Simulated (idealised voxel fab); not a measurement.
process module | voxel fin reveal
cross-section cut | 175 nm wide | cells 5 nm
A cross-section is a grid of square cells, given in bands from the top down. A band is one or more rows of cells.
Each band's line starts with the height of the band's top and of its bottom, in nm. Then come its materials from left to right, each with its width in nm. One material with "throughout" fills the band from edge to edge. "air" is empty space.
Height 0 is the level under which the wafer as received is all one material. The lowest band goes on downwards, as in "0 down".
A width such as "30 to 40" changes by the same amount from each row of cells to the next, from the band's top row to its bottom row.
"no change" after a step means that no cell of the cross-section changed.
closed voids: empty space of 8 cells or more with no open way to the top, each as width x height at its distance from the left edge, in nm
after a step's settings: what the simulator itself notes on the step
overlay nm, on a step with a mask: how far to the right of its planned place the mask lay; to the left if negative
plan
1 op RECEIVE | material Si
2 op CONFORMAL_DEP | material SiN | thk nm 10
3 op DIRECTIONAL_DEP | material aC | thk nm 10
4 op PATTERN | tone cover | mask id FINS | material resist | width nm 15 | pitch nm 45 | thk nm 25 | overlay nm 0
5 op DIRECTIONAL_ETCH | etch materials aC | depth nm 10
6 op STRIP | etch materials resist
7 op DIRECTIONAL_ETCH | etch materials SiN | depth nm 10
8 op DIRECTIONAL_ETCH | etch materials Si | depth nm 35
9 op STRIP | etch materials aC
10 op FILL_DEP | material SiO2 | thk nm 15
11 op CMP | height nm 10
12 op SELECTIVE_ETCH | etch materials SiO2 | depth nm 35
13 op STRIP | etch materials SiN
as received, after step 1
  0 down: Si throughout
  closed voids: none
first wafer at the end, as planned
  0 to -25: air 35 | Si 15 | air 30 | Si 15 | air 30 | Si 15 | air 35
  -25 to -35: SiO2 35 | Si 15 | SiO2 30 | Si 15 | SiO2 30 | Si 15 | SiO2 35
  -35 down: Si throughout
  closed voids: none
second wafer at the end: like start, like plan, one mistake
  10 to 0: aC 35 | air 15 | aC 30 | air 15 | aC 30 | air 15 | aC 35
  0 to -35: aC 35 | Si 15 | aC 30 | Si 15 | aC 30 | Si 15 | aC 35
  -35 down: Si throughout
  closed voids: none
what went wrong: step 10 ran as: op FILL_DEP | material aC | thk nm 15
at the end the second wafer has, in cells: 52 fewer of SiO2 | 234 more of aC
